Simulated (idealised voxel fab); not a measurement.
Presented below is a process module, voxel ribs on slabs.
Shown is cross-section cut, with a width of 275 nm and square cells of size 5 nm.
In this document a cross-section is written as a grid of square cells. It is given as a series of bands, listed from the top down, and a band is one or more rows of cells.
First you get the band's top height and its bottom height, in nm, and then the materials it's made of, left to right, with each width in nm. If you see a single material with "edge to edge", that one covers the band edge to edge. "empty" is empty space.
Heights are measured from 0, the level below which the as-received wafer is all one material; the lowest band has no bottom and continues downward, written as in "top 0, no bottom".
Per-row width for "30 to 40": begins at first number (top row of band), ends at second number (bottom row), increment between rows held constant.
No cell of the cross-section changed in a step that is given as "identical to before".
"Closed internal voids": empty spaces of 8 cells or more with no open way to the top, each given as width x height at distance, distance from the left edge, all in nm.
Whatever follows a step's settings on its line is a remark the simulator itself makes about that step.
The line of a step may include "overlay nm". On a step with a mask, this value is how far to the right of its planned place the mask lay. A negative value means the mask lay to the left.
Below is the list of planned process steps
1,RECEIVE (material Si)
2,DIRECTIONAL_DEP (material SiO2; thk nm 30)
3,DIRECTIONAL_DEP (material SiN; thk nm 20)
4,DIRECTIONAL_DEP (material aC; thk nm 15)
5,PATTERN (tone cover; mask id RIB; material resist; width nm 30; thk nm 35; overlay nm 0)
6,DIRECTIONAL_ETCH (etch materials aC; depth nm 15)
7,STRIP (etch materials resist)
8,DIRECTIONAL_ETCH (etch materials SiN; depth nm 5)
9,STRIP (etch materials aC)
10,DIRECTIONAL_DEP (material aC; thk nm 10)
11,PATTERN (tone cover; mask id SLAB; material resist; width nm 80; thk nm 30; overlay nm 0)
12,DIRECTIONAL_ETCH (etch materials aC; depth nm 10)
13,STRIP (etch materials resist)
14,DIRECTIONAL_ETCH (etch materials SiN; depth nm 15)
15,STRIP (etch materials aC)
16,FILL_DEP (material SiO2; thk nm 25)
17,CMP (height nm 65)
18,DIRECTIONAL_DEP (material TiN; thk nm 5)
19,PATTERN (tone cover; mask id HEATER; material resist; width nm 40; thk nm 20; overlay nm 0)
20,DIRECTIONAL_ETCH (etch materials TiN; depth nm 5)
21,STRIP (etch materials resist)
22,CONFORMAL_DEP (material SiO2; thk nm 10)
Cross-sectional view of the wafer in its as-received condition, corresponding to the state after step 1
- top 0, no bottom | Si edge to edge
- Closed internal voids: none
Cross-section, first of two wafers, end of module, run as planned
- top 80, bottom 75 | empty: 105 / SiO2: 60 / empty: 110
- top 75, bottom 70 | SiO2 edge to edge
- top 70, bottom 65 | SiO2: 115 / TiN: 40 / SiO2: 120
- top 65, bottom 50 | SiO2 edge to edge
- top 50, bottom 45 | SiO2: 120 / SiN: 30 / SiO2: 125
- top 45, bottom 30 | SiO2: 95 / SiN: 80 / SiO2: 100
- top 30, bottom 0 | SiO2 edge to edge
- top 0, no bottom | Si edge to edge
- Closed internal voids: none
Here is the second of the two wafers cut open at the end of the module - same start, same plan as the first one, but we made one mistake running it
- top 80, bottom 75 | empty: 105 / SiO2: 60 / empty: 110
- top 75, bottom 70 | SiO2 edge to edge
- top 70, bottom 65 | SiO2: 115 / TiN: 40 / SiO2: 120
- top 65, bottom 45 | SiO2 edge to edge
- top 45, bottom 40 | SiO2: 120 / SiN: 30 / SiO2: 125
- top 40, bottom 25 | SiO2: 95 / SiN: 80 / SiO2: 100
- top 25, bottom 0 | SiO2 edge to edge
- top 0, no bottom | Si edge to edge
- Closed internal voids: none
The mistake made against the process plan was this: step 2 did not use the planned setting and instead ran as DIRECTIONAL_DEP (material SiO2; thk nm 25)
Comparing end states, the material composition by cell count is preserved from the first wafer to the second, while the locations of the cells are not.
